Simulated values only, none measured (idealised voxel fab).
process module | voxel self aligned vias
cross-section cut | 250 nm wide | cells 5 nm
A cross-section is a grid of square cells, given in bands from the top down. A band is one or more rows of cells.
Each band's line starts with the height of the band's top and of its bottom, in nm. Then come its materials from left to right, each with its width in nm. One material with "throughout" fills the band from edge to edge. "air" is empty space.
Height 0 is the level under which the wafer as received is all one material. The lowest band goes on downwards, as in "0 down".
A width such as "30 to 40" changes by the same amount from each row of cells to the next, from the band's top row to its bottom row.
"no change" after a step means that no cell of the cross-section changed.
closed voids: empty space of 8 cells or more with no open way to the top, each as width x height at its distance from the left edge, in nm
after a step's settings: what the simulator itself notes on the step
overlay nm, on a step with a mask: how far to the right of its planned place the mask lay; to the left if negative
plan
1 op RECEIVE | material Si
2 op CONFORMAL_DEP | material SiO2 | thk nm 15
3 op CONFORMAL_DEP | material SiCN | thk nm 5
4 op DIRECTIONAL_DEP | material lowk | thk nm 25
5 op MASKED_ETCH | tone open | mask id LINES | width nm 25 | pitch nm 60 | etch materials lowk | depth nm 25 | overlay nm 0
6 op CONFORMAL_DEP | material TiN | thk nm 5
7 op FILL_DEP | material Ru | thk nm 5
8 op CMP | height nm 45
9 op SELECTIVE_ETCH | etch materials W Ru TiN | depth nm 10
10 op FILL_DEP | material SiN | thk nm 5
11 op CMP | height nm 45
12 op DIRECTIONAL_DEP | material lowk | thk nm 20
13 op PATTERN | tone open | mask id VIAS | material resist | width nm 45 | thk nm 20 | overlay nm 0
14 op DIRECTIONAL_ETCH | etch materials lowk | depth nm 20
15 op DIRECTIONAL_ETCH | etch materials SiN | depth nm 10
16 op STRIP | etch materials resist
17 op CONFORMAL_DEP | material TiN | thk nm 5
18 op FILL_DEP | material Ru | thk nm 5
19 op CMP | height nm 65
20 op CONFORMAL_DEP | material SiCN | thk nm 5
as received, after step 1
  0 down: Si throughout
  closed voids: none
first wafer at the end, as planned
  70 to 65: SiCN throughout
  65 to 50: lowk 70 | TiN 5 | Ru 35 | TiN 5 | lowk 135
  50 to 45: lowk 70 | TiN 15 | Ru 15 | TiN 15 | lowk 135
  45 to 40: lowk 80 | TiN 5 | Ru 15 | TiN 5 | lowk 35 | SiN 25 | lowk 85
  40 to 35: lowk 80 | TiN 25 | lowk 35 | SiN 25 | lowk 85
  35 to 25: lowk 80 | TiN 5 | Ru 15 | TiN 5 | lowk 35 | TiN 5 | Ru 15 | TiN 5 | lowk 85
  25 to 20: lowk 80 | TiN 25 | lowk 35 | TiN 25 | lowk 85
  20 to 15: SiCN throughout
  15 to 0: SiO2 throughout
  0 down: Si throughout
  closed voids: none
second wafer at the end: like start, like plan, one mistake
  70 to 65: SiCN throughout
  65 to 45: lowk 70 | TiN 5 | Ru 35 | TiN 5 | lowk 135
  45 to 40: lowk 70 | TiN 5 | Ru 35 | TiN 5 | lowk 25 | SiN 25 | lowk 85
  40 to 35: lowk 70 | TiN 45 | lowk 25 | SiN 25 | lowk 85
  35 to 25: lowk 70 | TiN 15 | Ru 15 | TiN 15 | lowk 25 | TiN 5 | Ru 15 | TiN 5 | lowk 85
  25 to 20: lowk 80 | TiN 25 | lowk 35 | TiN 25 | lowk 85
  20 to 15: SiCN throughout
  15 to 0: SiO2 throughout
  0 down: Si throughout
  closed voids: none
what went wrong: step 14 was run twice
at the end the second wafer has, in cells: 8 more of Ru | 8 more of TiN | 16 fewer of lowk
